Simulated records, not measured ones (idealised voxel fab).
The following process module bears the name voxel wiring stack.
Shown is cross-section cut, with a width of 300 nm and square cells of size 5 nm.
Think of the cross-section as a grid of square cells. We describe it in bands, top to bottom, and each band covers one or more rows of those cells. A band entry consists of two parts. The first gives the height of the band's top and the height of its bottom, in nm. The rest lists the band's materials from left to right, each with its width in nm. A single material labelled with the word "full width" fills the band from edge to edge, and the word "air" marks empty space. We count height from 0. Below that, the starting wafer is all one material. The lowest band never ends at the bottom but goes on down; see "0 down" for how that is written. A two-number width, for instance "30 to 40", indicates that the width is equal to the first number in the top row of the band and to the second number in the bottom row, and that it changes by a constant amount per row of cells. A step reported as "identical to before" is a step in which no cell of the cross-section changed. Enclosed voids (no open way to top), threshold 8 cells or more, entry "Fully sealed voids", notation width x height at distance, distance from left edge, nm. Where a step's line continues beyond its settings, the continuation is a remark by the simulator itself on that step. overlay nm: right-of-plan distance of the mask on a masked step; negative values mean left-of-plan.

[The planned process steps are enumerated hereunder]
1: RECEIVE,material Si
2: CONFORMAL_DEP,material SiO2,thk nm 10
3: DIRECTIONAL_DEP,material TiN,thk nm 5
4: DIRECTIONAL_DEP,material W,thk nm 20
5: PATTERN,tone cover,mask id METAL_1,material resist,width nm 30,pitch nm 60,thk nm 20,overlay nm 0
6: DIRECTIONAL_ETCH,etch materials W,depth nm 20
7: DIRECTIONAL_ETCH,etch materials TiN,depth nm 5
8: STRIP,etch materials resist
9: CONFORMAL_DEP,material SiN,thk nm 5
10: FILL_DEP,material SiO2,thk nm 5
11: CMP,height nm 35
12: CONFORMAL_DEP,material SiCN,thk nm 5
13: DIRECTIONAL_DEP,material SiO2,thk nm 30
14: MASKED_ETCH,tone open,mask id METAL_2_HOLES,width nm 15,pitch nm 60,etch materials SiO2,depth nm 30,overlay nm 0
15: PATTERN,tone open,mask id METAL_2,material resist,width nm 30,pitch nm 60,thk nm 15,overlay nm 0
16: DIRECTIONAL_ETCH,etch materials SiO2,depth nm 15
17: DIRECTIONAL_ETCH,etch materials SiCN,depth nm 5
18: STRIP,etch materials resist
19: CONFORMAL_DEP,material TiN,thk nm 5
20: FILL_DEP,material Cu,thk nm 10
21: CMP,height nm 70
22: CONFORMAL_DEP,material SiCN,thk nm 5

[Cross-section of the incoming wafer, state after step 1]
	0 down  Si full width
	Fully sealed voids: none

[Module complete, cross-section. Starting point and plan per above. One mistake made in running the module]
	75 to 70  SiCN full width
	70 to 60  SiO2: 75 / TiN: 5 / Cu: 20 / TiN: 5 / SiO2: 30 / TiN: 5 / Cu: 20 / TiN: 5 / SiO2: 30 / TiN: 5 / Cu: 20 / TiN: 5 / SiO2: 75
	60 to 55  SiO2: 75 / TiN: 5 / Cu: 5 / TiN: 20 / SiO2: 30 / TiN: 5 / Cu: 5 / TiN: 20 / SiO2: 30 / TiN: 5 / Cu: 5 / TiN: 20 / SiO2: 75
	55 to 40  SiO2: 75 / TiN: 5 / Cu: 5 / TiN: 5 / SiO2: 45 / TiN: 5 / Cu: 5 / TiN: 5 / SiO2: 45 / TiN: 5 / Cu: 5 / TiN: 5 / SiO2: 90
	40 to 35  SiCN: 75 / TiN: 15 / SiCN: 45 / TiN: 15 / SiCN: 45 / TiN: 15 / SiCN: 90
	35 to 30  SiO2 full width
	30 to 25  SiO2: 70 / SiN: 40 / SiO2: 20 / SiN: 40 / SiO2: 20 / SiN: 40 / SiO2: 70
	25 to 5  SiO2: 70 / SiN: 5 / W: 30 / SiN: 5 / SiO2: 20 / SiN: 5 / W: 30 / SiN: 5 / SiO2: 20 / SiN: 5 / W: 30 / SiN: 5 / SiO2: 70
	5 to 0  SiN: 75 / TiN: 30 / SiN: 30 / TiN: 30 / SiN: 30 / TiN: 30 / SiN: 75
	0 down  Si full width
	Fully sealed voids: none
Processing error: the run left out plan step 2 entirely, so it was never executed
